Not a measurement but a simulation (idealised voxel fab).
process module | voxel wiring stack
cross-section cut | 240 nm wide | cells 5 nm
A cross-section is a grid of square cells, given in bands from the top down. A band is one or more rows of cells.
Each band's line starts with the height of the band's top and of its bottom, in nm. Then come its materials from left to right, each with its width in nm. One material with "throughout" fills the band from edge to edge. "air" is empty space.
Height 0 is the level under which the wafer as received is all one material. The lowest band goes on downwards, as in "0 down".
A width such as "30 to 40" changes by the same amount from each row of cells to the next, from the band's top row to its bottom row.
"no change" after a step means that no cell of the cross-section changed.
closed voids: empty space of 8 cells or more with no open way to the top, each as width x height at its distance from the left edge, in nm
after a step's settings: what the simulator itself notes on the step
overlay nm, on a step with a mask: how far to the right of its planned place the mask lay; to the left if negative
Each pair below shows a cross-section before one step and the cross-section after it, down to the lowest band that changed. The line under each pair gives the step between them, with its settings. The pairs can come from different runs of this module on the same starting wafer, so a pair continues from the pair above only where its "before" says so.
before
  150 to 145: TiN 65 | air 20 | TiN 25 | air 20 | TiN 25 | air 20 | TiN 65
  145 to 130: lowk 60 | TiN 5 | air 20 | TiN 5 | lowk 15 | TiN 5 | air 20 | TiN 5 | lowk 15 | TiN 5 | air 20 | TiN 5 | lowk 60
  130 to 125: lowk 60 | TiN 5 | air 5 | TiN 20 | lowk 15 | TiN 5 | air 5 | TiN 20 | lowk 15 | TiN 5 | air 5 | TiN 20 | lowk 60
  125 to 110: lowk 60 | TiN 5 | air 5 | TiN 5 | lowk 30 | TiN 5 | air 5 | TiN 5 | lowk 30 | TiN 5 | air 5 | TiN 5 | lowk 75
  110 to 105: SiCN 60 | TiN 15 | SiCN 30 | TiN 15 | SiCN 30 | TiN 15 | SiCN 75
  105 to 95: SiO2 60 | TiN 5 | Cu 20 | TiN 5 | SiO2 15 | TiN 5 | Cu 20 | TiN 5 | SiO2 15 | TiN 5 | Cu 20 | TiN 5 | SiO2 60
  95 to 90: SiO2 45 | SiCN 15 | TiN 30 | SiO2 15 | TiN 5 | Cu 20 | TiN 5 | SiCN 15 | TiN 30 | SiO2 60
  90 to 85: SiO2 45 | SiCN 5 | Ru 35 | SiCN 5 | SiO2 15 | TiN 5 | Cu 20 | TiN 5 | SiCN 5 | Ru 35 | SiCN 5 | SiO2 60
  85 to 80: SiCN 50 | Ru 35 | SiCN 20 | TiN 30 | SiCN 5 | Ru 35 | SiCN 65
  80 to 70: lowk 60 | Ru 15 | lowk 75 | Ru 15 | lowk 75
  70 to 65: SiCN 60 | Ru 15 | SiCN 75 | Ru 15 | SiCN 75
  65 to 50: lowk 60 | W 30 | lowk 15 | W 30 | lowk 15 | W 30 | lowk 60
  50 to 45: lowk 60 | TiN 30 | lowk 15 | TiN 30 | lowk 15 | TiN 30 | lowk 60
  45 to 35: SiO2 60 | TiN 5 | W 5 | TiN 5 | SiO2 30 | TiN 5 | W 5 | TiN 5 | SiO2 30 | TiN 5 | W 5 | TiN 5 | SiO2 75
  35 to 30: SiCN 60 | TiN 15 | SiCN 30 | TiN 15 | SiCN 30 | TiN 15 | SiCN 75
  30 to 15: lowk 60 | TiN 5 | Cu 20 | TiN 5 | lowk 15 | TiN 5 | Cu 20 | TiN 5 | lowk 15 | TiN 5 | Cu 20 | TiN 5 | lowk 60
  15 to 10: SiN 60 | TiN 30 | SiN 15 | TiN 30 | SiN 15 | TiN 30 | SiN 60
  10 to 0: SiO2 throughout
  0 down: Si throughout
  closed voids: none
after
  155 to 150: Cu throughout
  150 to 145: TiN 65 | Cu 20 | TiN 25 | Cu 20 | TiN 25 | Cu 20 | TiN 65
  145 to 130: lowk 60 | TiN 5 | Cu 20 | TiN 5 | lowk 15 | TiN 5 | Cu 20 | TiN 5 | lowk 15 | TiN 5 | Cu 20 | TiN 5 | lowk 60
  130 to 125: lowk 60 | TiN 5 | Cu 5 | TiN 20 | lowk 15 | TiN 5 | Cu 5 | TiN 20 | lowk 15 | TiN 5 | Cu 5 | TiN 20 | lowk 60
  125 to 110: lowk 60 | TiN 5 | Cu 5 | TiN 5 | lowk 30 | TiN 5 | Cu 5 | TiN 5 | lowk 30 | TiN 5 | Cu 5 | TiN 5 | lowk 75
  below 110: unchanged
  closed voids: none
the step between: op FILL_DEP | material Cu | thk nm 5
before: the cross-section after the pair above
after
  145 to 130: lowk 60 | TiN 5 | Cu 20 | TiN 5 | lowk 15 | TiN 5 | Cu 20 | TiN 5 | lowk 15 | TiN 5 | Cu 20 | TiN 5 | lowk 60
  below 130: unchanged
  closed voids: none
the step between: op CMP | height nm 145
before: the cross-section after the pair above
after
  150 to 145: SiN throughout
  below 145: unchanged
  closed voids: none
the step between: op CONFORMAL_DEP | material SiN | thk nm 5
before
  45 to 35: SiO2 60 | TiN 5 | W 5 | TiN 5 | SiO2 30 | TiN 5 | W 5 | TiN 5 | SiO2 30 | TiN 5 | W 5 | TiN 5 | SiO2 75
  35 to 30: SiCN 60 | TiN 15 | SiCN 30 | TiN 15 | SiCN 30 | TiN 15 | SiCN 75
  30 to 15: lowk 60 | TiN 5 | Cu 20 | TiN 5 | lowk 15 | TiN 5 | Cu 20 | TiN 5 | lowk 15 | TiN 5 | Cu 20 | TiN 5 | lowk 60
  15 to 10: SiN 60 | TiN 30 | SiN 15 | TiN 30 | SiN 15 | TiN 30 | SiN 60
  10 to 0: SiO2 throughout
  0 down: Si throughout
  closed voids: none
after
  60 to 45: W throughout
  below 45: unchanged
  closed voids: none
the step between: op DIRECTIONAL_DEP | material W | thk nm 15
before: the cross-section after the pair above
after
  65 to 60: TiN throughout
  below 60: unchanged
  closed voids: none
the step between: op DIRECTIONAL_DEP | material TiN | thk nm 5
before: the cross-section after the pair above
after
  85 to 65: air 60 | resist 30 | air 15 | resist 30 | air 15 | resist 30 | air 60
  below 65: unchanged
  closed voids: none
the step between: op PATTERN | tone cover | mask id METAL_2 | material resist | width nm 30 | pitch nm 45 | thk nm 20 | overlay nm 0
before: the cross-section after the pair above
after
  85 to 65: air 60 | resist 30 | air 15 | resist 30 | air 15 | resist 30 | air 60
  65 to 60: air 60 | TiN 30 | air 15 | TiN 30 | air 15 | TiN 30 | air 60
  below 60: unchanged
  closed voids: none
the step between: op DIRECTIONAL_ETCH | etch materials TiN | depth nm 5
before: the cross-section after the pair above
after
  65 to 60: air 60 | TiN 30 | air 15 | TiN 30 | air 15 | TiN 30 | air 60
  below 60: unchanged
  closed voids: none
the step between: op STRIP | etch materials resist
before: the cross-section after the pair above
after
  75 to 65: lowk throughout
  65 to 60: lowk 60 | TiN 30 | lowk 15 | TiN 30 | lowk 15 | TiN 30 | lowk 60
  below 60: unchanged
  closed voids: none
the step between: op FILL_DEP | material lowk | thk nm 10
before: the cross-section after the pair above
after
  65 to 60: lowk 60 | TiN 30 | lowk 15 | TiN 30 | lowk 15 | TiN 30 | lowk 60
  below 60: unchanged
  closed voids: none
the step between: op CMP | height nm 65
before: the cross-section after the pair above
after
  70 to 65: SiCN throughout
  below 65: unchanged
  closed voids: none
the step between: op CONFORMAL_DEP | material SiCN | thk nm 5
before: the cross-section after the pair above
after
  80 to 70: lowk throughout
  below 70: unchanged
  closed voids: none
the step between: op DIRECTIONAL_DEP | material lowk | thk nm 10
before: the cross-section after the pair above
after
  95 to 80: resist 60 | air 15 | resist 75 | air 15 | resist 75
  below 80: unchanged
  closed voids: none
the step between: op PATTERN | tone open | mask id PLUG_2 | material resist | width nm 15 | pitch nm 90 | thk nm 15 | overlay nm 0
before: the cross-section after the pair above
after
  95 to 80: resist 60 | air 15 | resist 75 | air 15 | resist 75
  80 to 70: lowk 60 | air 15 | lowk 75 | air 15 | lowk 75
  below 70: unchanged
  closed voids: none
the step between: op DIRECTIONAL_ETCH | etch materials lowk | depth nm 10
before: the cross-section after the pair above
after
  95 to 80: resist 60 | air 15 | resist 75 | air 15 | resist 75
  80 to 70: lowk 60 | air 15 | lowk 75 | air 15 | lowk 75
  70 to 65: SiCN 60 | air 15 | SiCN 75 | air 15 | SiCN 75
  below 65: unchanged
  closed voids: none
the step between: op DIRECTIONAL_ETCH | etch materials SiCN | depth nm 5
before: the cross-section after the pair above
after
  80 to 70: lowk 60 | air 15 | lowk 75 | air 15 | lowk 75
  below 70: unchanged
  closed voids: none
the step between: op STRIP | etch materials resist
before: the cross-section after the pair above
after
  80 to 75: lowk 60 | air 15 | lowk 75 | air 15 | lowk 75
  75 to 70: lowk 60 | Ru 15 | lowk 75 | Ru 15 | lowk 75
  70 to 65: SiCN 60 | Ru 15 | SiCN 75 | Ru 15 | SiCN 75
  below 65: unchanged
  closed voids: none
the step between: op EPI | material Ru | thk nm 10
before: the cross-section after the pair above
after
  80 to 70: lowk 60 | Ru 15 | lowk 75 | Ru 15 | lowk 75
  below 70: unchanged
  closed voids: none
the step between: op EPI | material Ru | thk nm 5
before: the cross-section after the pair above
after
  85 to 80: SiCN throughout
  below 80: unchanged
  closed voids: none
the step between: op CONFORMAL_DEP | material SiCN | thk nm 5
before: the cross-section after the pair above
after
  105 to 85: SiO2 throughout
  below 85: unchanged
  closed voids: none
the step between: op DIRECTIONAL_DEP | material SiO2 | thk nm 20
before: the cross-section after the pair above
after
  105 to 85: SiO2 60 | air 30 | SiO2 15 | air 30 | SiO2 15 | air 30 | SiO2 60
  below 85: unchanged
  closed voids: none
the step between: op MASKED_ETCH | tone open | mask id METAL_3 | width nm 30 | pitch nm 45 | etch materials SiO2 | depth nm 20 | overlay nm 0
before: the cross-section after the pair above
after
  105 to 85: SiO2 60 | air 30 | SiO2 15 | air 30 | SiO2 15 | air 30 | SiO2 60
  85 to 80: SiCN 60 | air 30 | SiCN 15 | air 30 | SiCN 15 | air 30 | SiCN 60
  below 80: unchanged
  closed voids: none
the step between: op MASKED_ETCH | tone open | mask id METAL_3 | width nm 30 | pitch nm 45 | etch materials SiCN | depth nm 5 | overlay nm 0
before: the cross-section after the pair above
after
  110 to 105: TiN 65 | air 20 | TiN 25 | air 20 | TiN 25 | air 20 | TiN 65
  105 to 85: SiO2 60 | TiN 5 | air 20 | TiN 5 | SiO2 15 | TiN 5 | air 20 | TiN 5 | SiO2 15 | TiN 5 | air 20 | TiN 5 | SiO2 60
  85 to 80: SiCN 60 | TiN 30 | SiCN 15 | TiN 30 | SiCN 15 | TiN 30 | SiCN 60
  below 80: unchanged
  closed voids: none
the step between: op CONFORMAL_DEP | material TiN | thk nm 5
before: the cross-section after the pair above
after
  120 to 110: Cu throughout
  110 to 105: TiN 65 | Cu 20 | TiN 25 | Cu 20 | TiN 25 | Cu 20 | TiN 65
  105 to 85: SiO2 60 | TiN 5 | Cu 20 | TiN 5 | SiO2 15 | TiN 5 | Cu 20 | TiN 5 | SiO2 15 | TiN 5 | Cu 20 | TiN 5 | SiO2 60
  below 85: unchanged
  closed voids: none
the step between: op FILL_DEP | material Cu | thk nm 10
before: the cross-section after the pair above
after
  105 to 85: SiO2 60 | TiN 5 | Cu 20 | TiN 5 | SiO2 15 | TiN 5 | Cu 20 | TiN 5 | SiO2 15 | TiN 5 | Cu 20 | TiN 5 | SiO2 60
  below 85: unchanged
  closed voids: none
the step between: op CMP | height nm 105
before: the cross-section after the pair above
after
  110 to 105: SiCN throughout
  below 105: unchanged
  closed voids: none
the step between: op CONFORMAL_DEP | material SiCN | thk nm 5
before: the cross-section after the pair above
after
  145 to 110: lowk throughout
  below 110: unchanged
  closed voids: none
the step between: op DIRECTIONAL_DEP | material lowk | thk nm 35
before: the cross-section after the pair above
after
  145 to 125: lowk 60 | air 30 | lowk 15 | air 30 | lowk 15 | air 30 | lowk 60
  below 125: unchanged
  closed voids: none
the step between: op MASKED_ETCH | tone open | mask id METAL_4 | width nm 30 | pitch nm 45 | etch materials lowk | depth nm 20 | overlay nm 0
before: the cross-section after the pair above
after
  145 to 125: lowk 60 | air 30 | lowk 15 | air 30 | lowk 15 | air 30 | lowk 60
  125 to 110: lowk 60 | air 15 | lowk 30 | air 15 | lowk 30 | air 15 | lowk 75
  below 110: unchanged
  closed voids: none
the step between: op MASKED_ETCH | tone open | mask id METAL_4_HOLES | width nm 15 | pitch nm 45 | etch materials lowk | depth nm 15 | overlay nm 0
before: the cross-section after the pair above
after
  145 to 125: lowk 60 | air 30 | lowk 15 | air 30 | lowk 15 | air 30 | lowk 60
  125 to 110: lowk 60 | air 15 | lowk 30 | air 15 | lowk 30 | air 15 | lowk 75
  110 to 105: SiCN 60 | air 15 | SiCN 30 | air 15 | SiCN 30 | air 15 | SiCN 75
  below 105: unchanged
  closed voids: none
the step between: op MASKED_ETCH | tone open | mask id METAL_4_HOLES | width nm 15 | pitch nm 45 | etch materials SiCN | depth nm 5 | overlay nm 0
before: the cross-section after the pair above
after
  150 to 145: TiN 65 | air 20 | TiN 25 | air 20 | TiN 25 | air 20 | TiN 65
  145 to 130: lowk 60 | TiN 5 | air 20 | TiN 5 | lowk 15 | TiN 5 | air 20 | TiN 5 | lowk 15 | TiN 5 | air 20 | TiN 5 | lowk 60
  130 to 125: lowk 60 | TiN 5 | air 5 | TiN 20 | lowk 15 | TiN 5 | air 5 | TiN 20 | lowk 15 | TiN 5 | air 5 | TiN 20 | lowk 60
  125 to 110: lowk 60 | TiN 5 | air 5 | TiN 5 | lowk 30 | TiN 5 | air 5 | TiN 5 | lowk 30 | TiN 5 | air 5 | TiN 5 | lowk 75
  110 to 105: SiCN 60 | TiN 15 | SiCN 30 | TiN 15 | SiCN 30 | TiN 15 | SiCN 75
  below 105: unchanged
  closed voids: none
the step between: op CONFORMAL_DEP | material TiN | thk nm 5
before: the cross-section after the pair above
after
  155 to 150: Cu throughout
  150 to 145: TiN 65 | Cu 20 | TiN 25 | Cu 20 | TiN 25 | Cu 20 | TiN 65
  145 to 130: lowk 60 | TiN 5 | Cu 20 | TiN 5 | lowk 15 | TiN 5 | Cu 20 | TiN 5 | lowk 15 | TiN 5 | Cu 20 | TiN 5 | lowk 60
  130 to 125: lowk 60 | TiN 5 | Cu 5 | TiN 20 | lowk 15 | TiN 5 | Cu 5 | TiN 20 | lowk 15 | TiN 5 | Cu 5 | TiN 20 | lowk 60
  125 to 110: lowk 60 | TiN 5 | Cu 5 | TiN 5 | lowk 30 | TiN 5 | Cu 5 | TiN 5 | lowk 30 | TiN 5 | Cu 5 | TiN 5 | lowk 75
  below 110: unchanged
  closed voids: none
the step between: op FILL_DEP | material Cu | thk nm 5
before: the cross-section after the pair above
after
  145 to 130: lowk 60 | TiN 5 | Cu 20 | TiN 5 | lowk 15 | TiN 5 | Cu 20 | TiN 5 | lowk 15 | TiN 5 | Cu 20 | TiN 5 | lowk 60
  below 130: unchanged
  closed voids: none
the step between: op CMP | height nm 145
before: the cross-section after the pair above
after
  150 to 145: SiN throughout
  below 145: unchanged
  closed voids: none
the step between: op CONFORMAL_DEP | material SiN | thk nm 5
before
  145 to 110: lowk throughout
  110 to 105: SiCN throughout
  105 to 85: SiO2 60 | TiN 5 | Cu 20 | TiN 5 | SiO2 15 | TiN 5 | Cu 20 | TiN 5 | SiO2 15 | TiN 5 | Cu 20 | TiN 5 | SiO2 60
  85 to 80: SiCN 60 | TiN 30 | SiCN 15 | TiN 30 | SiCN 15 | TiN 30 | SiCN 60
  80 to 70: lowk 60 | Ru 15 | lowk 75 | Ru 15 | lowk 75
  70 to 65: SiCN 60 | Ru 15 | SiCN 75 | Ru 15 | SiCN 75
  65 to 50: lowk 60 | W 30 | lowk 15 | W 30 | lowk 15 | W 30 | lowk 60
  50 to 45: lowk 60 | TiN 30 | lowk 15 | TiN 30 | lowk 15 | TiN 30 | lowk 60
  45 to 35: SiO2 60 | TiN 5 | W 5 | TiN 5 | SiO2 30 | TiN 5 | W 5 | TiN 5 | SiO2 30 | TiN 5 | W 5 | TiN 5 | SiO2 75
  35 to 30: SiCN 60 | TiN 15 | SiCN 30 | TiN 15 | SiCN 30 | TiN 15 | SiCN 75
  30 to 15: lowk 60 | TiN 5 | Cu 20 | TiN 5 | lowk 15 | TiN 5 | Cu 20 | TiN 5 | lowk 15 | TiN 5 | Cu 20 | TiN 5 | lowk 60
  15 to 10: SiN 60 | TiN 30 | SiN 15 | TiN 30 | SiN 15 | TiN 30 | SiN 60
  10 to 0: SiO2 throughout
  0 down: Si throughout
  closed voids: none
after
  145 to 120: lowk 60 | air 30 | lowk 15 | air 30 | lowk 15 | air 30 | lowk 60
  below 120: unchanged
  closed voids: none
the step between: op MASKED_ETCH | tone open | mask id METAL_4 | width nm 30 | pitch nm 45 | etch materials lowk | depth nm 25 | overlay nm 0
before: the cross-section after the pair above
after
  145 to 120: lowk 60 | air 30 | lowk 15 | air 30 | lowk 15 | air 30 | lowk 60
  120 to 110: lowk 60 | air 15 | lowk 30 | air 15 | lowk 30 | air 15 | lowk 75
  below 110: unchanged
  closed voids: none
the step between: op MASKED_ETCH | tone open | mask id METAL_4_HOLES | width nm 15 | pitch nm 45 | etch materials lowk | depth nm 15 | overlay nm 0
before: the cross-section after the pair above
after
  145 to 120: lowk 60 | air 30 | lowk 15 | air 30 | lowk 15 | air 30 | lowk 60
  120 to 110: lowk 60 | air 15 | lowk 30 | air 15 | lowk 30 | air 15 | lowk 75
  110 to 105: SiCN 60 | air 15 | SiCN 30 | air 15 | SiCN 30 | air 15 | SiCN 75
  below 105: unchanged
  closed voids: none
the step between: op MASKED_ETCH | tone open | mask id METAL_4_HOLES | width nm 15 | pitch nm 45 | etch materials SiCN | depth nm 5 | overlay nm 0
before: the cross-section after the pair above
after
  150 to 145: TiN 65 | air 20 | TiN 25 | air 20 | TiN 25 | air 20 | TiN 65
  145 to 125: lowk 60 | TiN 5 | air 20 | TiN 5 | lowk 15 | TiN 5 | air 20 | TiN 5 | lowk 15 | TiN 5 | air 20 | TiN 5 | lowk 60
  125 to 120: lowk 60 | TiN 5 | air 5 | TiN 20 | lowk 15 | TiN 5 | air 5 | TiN 20 | lowk 15 | TiN 5 | air 5 | TiN 20 | lowk 60
  120 to 110: lowk 60 | TiN 5 | air 5 | TiN 5 | lowk 30 | TiN 5 | air 5 | TiN 5 | lowk 30 | TiN 5 | air 5 | TiN 5 | lowk 75
  110 to 105: SiCN 60 | TiN 15 | SiCN 30 | TiN 15 | SiCN 30 | TiN 15 | SiCN 75
  below 105: unchanged
  closed voids: none
the step between: op CONFORMAL_DEP | material TiN | thk nm 5
before: the cross-section after the pair above
after
  155 to 150: Cu throughout
  150 to 145: TiN 65 | Cu 20 | TiN 25 | Cu 20 | TiN 25 | Cu 20 | TiN 65
  145 to 125: lowk 60 | TiN 5 | Cu 20 | TiN 5 | lowk 15 | TiN 5 | Cu 20 | TiN 5 | lowk 15 | TiN 5 | Cu 20 | TiN 5 | lowk 60
  125 to 120: lowk 60 | TiN 5 | Cu 5 | TiN 20 | lowk 15 | TiN 5 | Cu 5 | TiN 20 | lowk 15 | TiN 5 | Cu 5 | TiN 20 | lowk 60
  120 to 110: lowk 60 | TiN 5 | Cu 5 | TiN 5 | lowk 30 | TiN 5 | Cu 5 | TiN 5 | lowk 30 | TiN 5 | Cu 5 | TiN 5 | lowk 75
  below 110: unchanged
  closed voids: none
the step between: op FILL_DEP | material Cu | thk nm 5
before: the cross-section after the pair above
after
  145 to 125: lowk 60 | TiN 5 | Cu 20 | TiN 5 | lowk 15 | TiN 5 | Cu 20 | TiN 5 | lowk 15 | TiN 5 | Cu 20 | TiN 5 | lowk 60
  below 125: unchanged
  closed voids: none
the step between: op CMP | height nm 145
before: the cross-section after the pair above
after
  150 to 145: SiN throughout
  below 145: unchanged
  closed voids: none
the step between: op CONFORMAL_DEP | material SiN | thk nm 5
before
  145 to 110: lowk throughout
  110 to 105: SiCN throughout
  105 to 85: SiO2 60 | TiN 5 | Cu 20 | TiN 5 | SiO2 15 | TiN 5 | Cu 20 | TiN 5 | SiO2 15 | TiN 5 | Cu 20 | TiN 5 | SiO2 60
  85 to 80: SiCN 60 | TiN 30 | SiCN 15 | TiN 30 | SiCN 15 | TiN 30 | SiCN 60
  80 to 70: lowk 60 | Ru 15 | lowk 75 | Ru 15 | lowk 75
  70 to 65: SiCN 60 | Ru 15 | SiCN 75 | Ru 15 | SiCN 75
  65 to 50: lowk 60 | W 30 | lowk 15 | W 30 | lowk 15 | W 30 | lowk 60
  50 to 45: lowk 60 | TiN 30 | lowk 15 | TiN 30 | lowk 15 | TiN 30 | lowk 60
  45 to 35: SiO2 60 | TiN 5 | W 5 | TiN 5 | SiO2 30 | TiN 5 | W 5 | TiN 5 | SiO2 30 | TiN 5 | W 5 | TiN 5 | SiO2 75
  35 to 30: SiCN 60 | TiN 15 | SiCN 30 | TiN 15 | SiCN 30 | TiN 15 | SiCN 75
  30 to 15: lowk 60 | TiN 5 | Cu 20 | TiN 5 | lowk 15 | TiN 5 | Cu 20 | TiN 5 | lowk 15 | TiN 5 | Cu 20 | TiN 5 | lowk 60
  15 to 10: SiN 60 | TiN 30 | SiN 15 | TiN 30 | SiN 15 | TiN 30 | SiN 60
  10 to 0: SiO2 throughout
  0 down: Si throughout
  closed voids: none
after
  145 to 125: lowk 65 | air 20 | lowk 25 | air 20 | lowk 25 | air 20 | lowk 65
  below 125: unchanged
  closed voids: none
the step between: op MASKED_ETCH | tone open | mask id METAL_4 | width nm 20 | pitch nm 45 | etch materials lowk | depth nm 20 | overlay nm 0
before: the cross-section after the pair above
after
  145 to 130: lowk 60 | air 25 | lowk 20 | air 25 | lowk 20 | air 25 | lowk 65
  130 to 125: lowk 65 | air 20 | lowk 25 | air 20 | lowk 25 | air 20 | lowk 65
  125 to 110: lowk 65 | air 10 | lowk 35 | air 10 | lowk 35 | air 10 | lowk 75
  below 110: unchanged
  closed voids: none
the step between: op MASKED_ETCH | tone open | mask id METAL_4_HOLES | width nm 15 | pitch nm 45 | etch materials lowk | depth nm 15 | overlay nm 0
before: the cross-section after the pair above
after
  145 to 130: lowk 60 | air 25 | lowk 20 | air 25 | lowk 20 | air 25 | lowk 65
  130 to 125: lowk 65 | air 20 | lowk 25 | air 20 | lowk 25 | air 20 | lowk 65
  125 to 110: lowk 65 | air 10 | lowk 35 | air 10 | lowk 35 | air 10 | lowk 75
  110 to 105: SiCN 65 | air 10 | SiCN 35 | air 10 | SiCN 35 | air 10 | SiCN 75
  below 105: unchanged
  closed voids: none
the step between: op MASKED_ETCH | tone open | mask id METAL_4_HOLES | width nm 15 | pitch nm 45 | etch materials SiCN | depth nm 5 | overlay nm 0
before: the cross-section after the pair above
after
  150 to 145: TiN 65 | air 15 | TiN 30 | air 15 | TiN 30 | air 15 | TiN 70
  145 to 135: lowk 60 | TiN 5 | air 15 | TiN 5 | lowk 20 | TiN 5 | air 15 | TiN 5 | lowk 20 | TiN 5 | air 15 | TiN 5 | lowk 65
  135 to 130: lowk 60 | TiN 10 | air 10 | TiN 5 | lowk 20 | TiN 10 | air 10 | TiN 5 | lowk 20 | TiN 10 | air 10 | TiN 5 | lowk 65
  130 to 125: lowk 65 | TiN 20 | lowk 25 | TiN 20 | lowk 25 | TiN 20 | lowk 65
  125 to 110: lowk 65 | TiN 10 | lowk 35 | TiN 10 | lowk 35 | TiN 10 | lowk 75
  110 to 105: SiCN 65 | TiN 10 | SiCN 35 | TiN 10 | SiCN 35 | TiN 10 | SiCN 75
  below 105: unchanged
  closed voids: none
the step between: op CONFORMAL_DEP | material TiN | thk nm 5
before: the cross-section after the pair above
after
  155 to 150: Cu throughout
  150 to 145: TiN 65 | Cu 15 | TiN 30 | Cu 15 | TiN 30 | Cu 15 | TiN 70
  145 to 135: lowk 60 | TiN 5 | Cu 15 | TiN 5 | lowk 20 | TiN 5 | Cu 15 | TiN 5 | lowk 20 | TiN 5 | Cu 15 | TiN 5 | lowk 65
  135 to 130: lowk 60 | TiN 10 | Cu 10 | TiN 5 | lowk 20 | TiN 10 | Cu 10 | TiN 5 | lowk 20 | TiN 10 | Cu 10 | TiN 5 | lowk 65
  below 130: unchanged
  closed voids: none
the step between: op FILL_DEP | material Cu | thk nm 5
before: the cross-section after the pair above
after
  145 to 135: lowk 60 | TiN 5 | Cu 15 | TiN 5 | lowk 20 | TiN 5 | Cu 15 | TiN 5 | lowk 20 | TiN 5 | Cu 15 | TiN 5 | lowk 65
  below 135: unchanged
  closed voids: none
the step between: op CMP | height nm 145
before: the cross-section after the pair above
after
  150 to 145: SiN throughout
  below 145: unchanged
  closed voids: none
the step between: op CONFORMAL_DEP | material SiN | thk nm 5
before
  65 to 50: W throughout
  50 to 45: TiN throughout
  45 to 35: SiO2 60 | TiN 5 | W 5 | TiN 5 | SiO2 30 | TiN 5 | W 5 | TiN 5 | SiO2 30 | TiN 5 | W 5 | TiN 5 | SiO2 75
  35 to 30: SiCN 60 | TiN 15 | SiCN 30 | TiN 15 | SiCN 30 | TiN 15 | SiCN 75
  30 to 15: lowk 60 | TiN 5 | Cu 20 | TiN 5 | lowk 15 | TiN 5 | Cu 20 | TiN 5 | lowk 15 | TiN 5 | Cu 20 | TiN 5 | lowk 60
  15 to 10: SiN 60 | TiN 30 | SiN 15 | TiN 30 | SiN 15 | TiN 30 | SiN 60
  10 to 0: SiO2 throughout
  0 down: Si throughout
  closed voids: none
after
  85 to 65: air 65 | resist 30 | air 15 | resist 30 | air 15 | resist 30 | air 55
  below 65: unchanged
  closed voids: none
the step between: op PATTERN | tone cover | mask id METAL_2 | material resist | width nm 30 | pitch nm 45 | thk nm 20 | overlay nm 5
before: the cross-section after the pair above
after
  85 to 65: air 65 | resist 30 | air 15 | resist 30 | air 15 | resist 30 | air 55
  65 to 50: air 65 | W 30 | air 15 | W 30 | air 15 | W 30 | air 55
  below 50: unchanged
  closed voids: none
the step between: op DIRECTIONAL_ETCH | etch materials W | depth nm 15
before: the cross-section after the pair above
after
  85 to 65: air 65 | resist 30 | air 15 | resist 30 | air 15 | resist 30 | air 55
  65 to 50: air 65 | W 30 | air 15 | W 30 | air 15 | W 30 | air 55
  50 to 45: air 65 | TiN 30 | air 15 | TiN 30 | air 15 | TiN 30 | air 55
  below 45: unchanged
  closed voids: none
the step between: op DIRECTIONAL_ETCH | etch materials TiN | depth nm 5
before: the cross-section after the pair above
after
  65 to 50: air 65 | W 30 | air 15 | W 30 | air 15 | W 30 | air 55
  below 50: unchanged
  closed voids: none
the step between: op STRIP | etch materials resist
before: the cross-section after the pair above
after
  75 to 65: lowk throughout
  65 to 50: lowk 65 | W 30 | lowk 15 | W 30 | lowk 15 | W 30 | lowk 55
  50 to 45: lowk 65 | TiN 30 | lowk 15 | TiN 30 | lowk 15 | TiN 30 | lowk 55
  below 45: unchanged
  closed voids: none
the step between: op FILL_DEP | material lowk | thk nm 10
before: the cross-section after the pair above
after
  65 to 50: lowk 65 | W 30 | lowk 15 | W 30 | lowk 15 | W 30 | lowk 55
  below 50: unchanged
  closed voids: none
the step between: op CMP | height nm 65
before: the cross-section after the pair above
after
  70 to 65: SiCN throughout
  below 65: unchanged
  closed voids: none
the step between: op CONFORMAL_DEP | material SiCN | thk nm 5
before: the cross-section after the pair above
after
  80 to 70: lowk throughout
  below 70: unchanged
  closed voids: none
the step between: op DIRECTIONAL_DEP | material lowk | thk nm 10
before: the cross-section after the pair above
after
  95 to 80: resist 60 | air 15 | resist 75 | air 15 | resist 75
  below 80: unchanged
  closed voids: none
the step between: op PATTERN | tone open | mask id PLUG_2 | material resist | width nm 15 | pitch nm 90 | thk nm 15 | overlay nm 0
before: the cross-section after the pair above
after
  95 to 80: resist 60 | air 15 | resist 75 | air 15 | resist 75
  80 to 70: lowk 60 | air 15 | lowk 75 | air 15 | lowk 75
  below 70: unchanged
  closed voids: none
the step between: op DIRECTIONAL_ETCH | etch materials lowk | depth nm 10
before: the cross-section after the pair above
after
  95 to 80: resist 60 | air 15 | resist 75 | air 15 | resist 75
  80 to 70: lowk 60 | air 15 | lowk 75 | air 15 | lowk 75
  70 to 65: SiCN 60 | air 15 | SiCN 75 | air 15 | SiCN 75
  below 65: unchanged
  closed voids: none
the step between: op DIRECTIONAL_ETCH | etch materials SiCN | depth nm 5
before: the cross-section after the pair above
after
  80 to 70: lowk 60 | air 15 | lowk 75 | air 15 | lowk 75
  below 70: unchanged
  closed voids: none
the step between: op STRIP | etch materials resist
before: the cross-section after the pair above
after
  80 to 75: lowk 60 | air 15 | lowk 75 | air 15 | lowk 75
  75 to 70: lowk 60 | Ru 15 | lowk 75 | Ru 15 | lowk 75
  70 to 65: SiCN 60 | Ru 15 | SiCN 75 | Ru 15 | SiCN 75
  below 65: unchanged
  closed voids: none
the step between: op EPI | material Ru | thk nm 10
before: the cross-section after the pair above
after
  80 to 70: lowk 60 | Ru 15 | lowk 75 | Ru 15 | lowk 75
  below 70: unchanged
  closed voids: none
the step between: op EPI | material Ru | thk nm 5
before: the cross-section after the pair above
after
  85 to 80: SiCN throughout
  below 80: unchanged
  closed voids: none
the step between: op CONFORMAL_DEP | material SiCN | thk nm 5
before: the cross-section after the pair above
after
  105 to 85: SiO2 throughout
  below 85: unchanged
  closed voids: none
the step between: op DIRECTIONAL_DEP | material SiO2 | thk nm 20
before: the cross-section after the pair above
after
  105 to 85: SiO2 60 | air 30 | SiO2 15 | air 30 | SiO2 15 | air 30 | SiO2 60
  below 85: unchanged
  closed voids: none
the step between: op MASKED_ETCH | tone open | mask id METAL_3 | width nm 30 | pitch nm 45 | etch materials SiO2 | depth nm 20 | overlay nm 0
before: the cross-section after the pair above
after
  105 to 85: SiO2 60 | air 30 | SiO2 15 | air 30 | SiO2 15 | air 30 | SiO2 60
  85 to 80: SiCN 60 | air 30 | SiCN 15 | air 30 | SiCN 15 | air 30 | SiCN 60
  below 80: unchanged
  closed voids: none
the step between: op MASKED_ETCH | tone open | mask id METAL_3 | width nm 30 | pitch nm 45 | etch materials SiCN | depth nm 5 | overlay nm 0
before: the cross-section after the pair above
after
  110 to 105: TiN 65 | air 20 | TiN 25 | air 20 | TiN 25 | air 20 | TiN 65
  105 to 85: SiO2 60 | TiN 5 | air 20 | TiN 5 | SiO2 15 | TiN 5 | air 20 | TiN 5 | SiO2 15 | TiN 5 | air 20 | TiN 5 | SiO2 60
  85 to 80: SiCN 60 | TiN 30 | SiCN 15 | TiN 30 | SiCN 15 | TiN 30 | SiCN 60
  below 80: unchanged
  closed voids: none
the step between: op CONFORMAL_DEP | material TiN | thk nm 5
